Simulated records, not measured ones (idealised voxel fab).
This is a process module. Its name is voxel self aligned vias.
Displayed cross-section: cut, width of 280 nm, square cells sized 5 nm.
This document writes a cross-section as a grid whose cells are square, and gives it as bands, listed from the top down; one or more rows of cells form a band. What a band's entry tells you: where the top is and where the bottom is, as heights in nm, and after that what lies inside, material by material from left to right, each with its width in nm. Empty space is written as the word "air", and a single material marked with the word "everywhere" occupies the band from edge to edge. Heights are measured from 0, the level below which the as-received wafer is all one material; the lowest band has no bottom and continues downward, written as in "z 0 and below". The width entry "30->40" should be interpreted row by row: the top row of cells in the band takes the first number, the bottom row takes the second number, and the change between adjacent rows is uniform throughout. "no change occurred", as given for a step, is the statement that not any cell of the cross-section underwent a change during that step. The list in "Catalogued sealed voids" covers empty spaces of 8 cells or more that cannot reach the top through any open way, and it gives each as width x height at distance; the distance is from the left edge, and width, height and distance are in nm. after a step's settings: what the simulator itself notes on the step. overlay nm: mask offset rightward from planned place, masked step; negative means leftward offset.

List of planned process steps:
| 1 | RECEIVE: material Si |
| 2 | CONFORMAL_DEP: material SiO2, thk nm 15 |
| 3 | CONFORMAL_DEP: material SiCN, thk nm 5 |
| 4 | DIRECTIONAL_DEP: material SiO2, thk nm 30 |
| 5 | PATTERN: tone open, mask id LINES, material resist, width nm 30, pitch nm 70, thk nm 20, overlay nm 0 |
| 6 | DIRECTIONAL_ETCH: etch materials SiO2, depth nm 30 |
| 7 | STRIP: etch materials resist |
| 8 | CONFORMAL_DEP: material TiN, thk nm 5 |
| 9 | FILL_DEP: material Ru, thk nm 5 |
| 10 | CMP: height nm 50 |
| 11 | SELECTIVE_ETCH: etch materials W Ru TiN, depth nm 10 |
| 12 | FILL_DEP: material SiN, thk nm 5 |
| 13 | CMP: height nm 50 |
| 14 | DIRECTIONAL_DEP: material SiO2, thk nm 15 |
| 15 | MASKED_ETCH: tone open, mask id VIAS, width nm 50, pitch nm 70, etch materials SiO2, depth nm 15, overlay nm 0 |
| 16 | MASKED_ETCH: tone open, mask id VIAS, width nm 50, pitch nm 70, etch materials SiN, depth nm 10, overlay nm 0 |
| 17 | CONFORMAL_DEP: material TiN, thk nm 5 |
| 18 | FILL_DEP: material Ru, thk nm 5 |
| 19 | CMP: height nm 65 |
| 20 | CONFORMAL_DEP: material SiN, thk nm 5 |

Wafer cross-section on receipt, i.e. after step 1:
> z 0 and below = Si everywhere
> Catalogued sealed voids: none

The plan above was carried out on the starting structure above with one mistake, and this cross-section shows the wafer at the end of the module:
> z 70 to 65 = SiN everywhere
> z 65 to 55 = SiO2 (45), then TiN (5), then SiCN (40), then TiN (5), then SiO2 (20), then TiN (5), then SiCN (40), then TiN (5), then SiO2 (20), then TiN (5), then SiCN (40), then TiN (5), then SiO2 (45)
> z 55 to 45 = SiO2 (45->55), then TiN (15->5), then SiCN (20), then TiN (15->5), then SiO2 (20->40), then TiN (15->5), then SiCN (20), then TiN (15->5), then SiO2 (20->40), then TiN (15->5), then SiCN (20), then TiN (15->5), then SiO2 (45->55)
> z 45 to 40 = SiO2 (55), then TiN (30), then SiO2 (40), then TiN (30), then SiO2 (40), then TiN (30), then SiO2 (55)
> z 40 to 25 = SiO2 (55), then TiN (5), then Ru (20), then TiN (5), then SiO2 (40), then TiN (5), then Ru (20), then TiN (5), then SiO2 (40), then TiN (5), then Ru (20), then TiN (5), then SiO2 (55)
> z 25 to 20 = SiO2 (55), then TiN (30), then SiO2 (40), then TiN (30), then SiO2 (40), then TiN (30), then SiO2 (55)
> z 20 to 15 = SiCN everywhere
> z 15 to 0 = SiO2 everywhere
> z 0 and below = Si everywhere
> Catalogued sealed voids: none
Want to know what went wrong? step 18 ran with different settings than intended, the actual operation and settings being FILL_DEP: material SiCN, thk nm 5
